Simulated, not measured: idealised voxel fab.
process module | voxel self aligned contacts
cross-section cut | 300 nm wide | cells 5 nm
A cross-section is a grid of square cells, given in bands from the top down. A band is one or more rows of cells.
Each band's line starts with the height of the band's top and of its bottom, in nm. Then come its materials from left to right, each with its width in nm. One material with "throughout" fills the band from edge to edge. "air" is empty space.
Height 0 is the level under which the wafer as received is all one material. The lowest band goes on downwards, as in "0 down".
A width such as "30 to 40" changes by the same amount from each row of cells to the next, from the band's top row to its bottom row.
"no change" after a step means that no cell of the cross-section changed.
closed voids: empty space of 8 cells or more with no open way to the top, each as width x height at its distance from the left edge, in nm
after a step's settings: what the simulator itself notes on the step
overlay nm, on a step with a mask: how far to the right of its planned place the mask lay; to the left if negative
plan
1 op RECEIVE | material Si
2 op OXIDIZE | depth nm 5
3 op DIRECTIONAL_DEP | material polySi | thk nm 25
4 op DIRECTIONAL_DEP | material SiN | thk nm 25
5 op MASKED_ETCH | tone cover | mask id GATE | width nm 30 | pitch nm 75 | etch materials SiN | depth nm 25 | overlay nm 0
6 op MASKED_ETCH | tone cover | mask id GATE | width nm 30 | pitch nm 75 | etch materials polySi | depth nm 25 | overlay nm 0
7 op CONFORMAL_DEP | material SiN | thk nm 10
8 op DIRECTIONAL_ETCH | etch materials SiN | depth nm 10
9 op FILL_DEP | material SiO2 | thk nm 15
10 op CMP | height nm 55
11 op PATTERN | tone open | mask id CONTACT | material resist | width nm 55 | pitch nm 75 | thk nm 15 | overlay nm 0
12 op DIRECTIONAL_ETCH | etch materials SiO2 | depth nm 60
13 op STRIP | etch materials resist
14 op CONFORMAL_DEP | material TiN | thk nm 5
15 op FILL_DEP | material W | thk nm 5
16 op CMP | height nm 55
17 op CONFORMAL_DEP | material SiN | thk nm 5
as received, after step 1
  0 down: Si throughout
  closed voids: none
first wafer at the end, as planned
  60 to 55: SiN throughout
  55 to 50: SiO2 85 | TiN 20 | W 15 | TiN 20 | SiO2 20 | TiN 20 | W 15 | TiN 20 | SiO2 85
  50 to 25: SiO2 50 | SiN 50 | TiN 5 | W 15 | TiN 5 | SiN 50 | TiN 5 | W 15 | TiN 5 | SiN 50 | SiO2 50
  25 to 0: SiO2 50 | SiN 10 | polySi 30 | SiN 10 | TiN 5 | W 15 | TiN 5 | SiN 10 | polySi 30 | SiN 10 | TiN 5 | W 15 | TiN 5 | SiN 10 | polySi 30 | SiN 10 | SiO2 50
  0 to -5: SiO2 100 | TiN 25 | SiO2 50 | TiN 25 | SiO2 100
  -5 down: Si throughout
  closed voids: none
second wafer at the end: like start, like plan, one mistake
  60 to 55: SiN throughout
  55 to 50: SiO2 85 | TiN 20 | W 15 | TiN 20 | SiO2 20 | TiN 20 | W 15 | TiN 20 | SiO2 85
  50 to 25: SiO2 50 | SiN 50 | TiN 5 | W 15 | TiN 5 | SiN 50 | TiN 5 | W 15 | TiN 5 | SiN 50 | SiO2 50
  25 to 0: SiO2 50 | SiN 10 | polySi 30 | SiN 10 | TiN 5 | W 15 | TiN 5 | SiN 10 | polySi 30 | SiN 10 | TiN 5 | W 15 | TiN 5 | SiN 10 | polySi 30 | SiN 10 | SiO2 50
  0 to -5: SiO2 100 | TiN 25 | SiO2 50 | TiN 25 | SiO2 100
  -5 to -15: SiO2 throughout
  -15 down: Si throughout
  closed voids: none
what went wrong: step 2 ran as: op OXIDIZE | depth nm 15
at the end the second wafer has, in cells: 120 fewer of Si | 120 more of SiO2
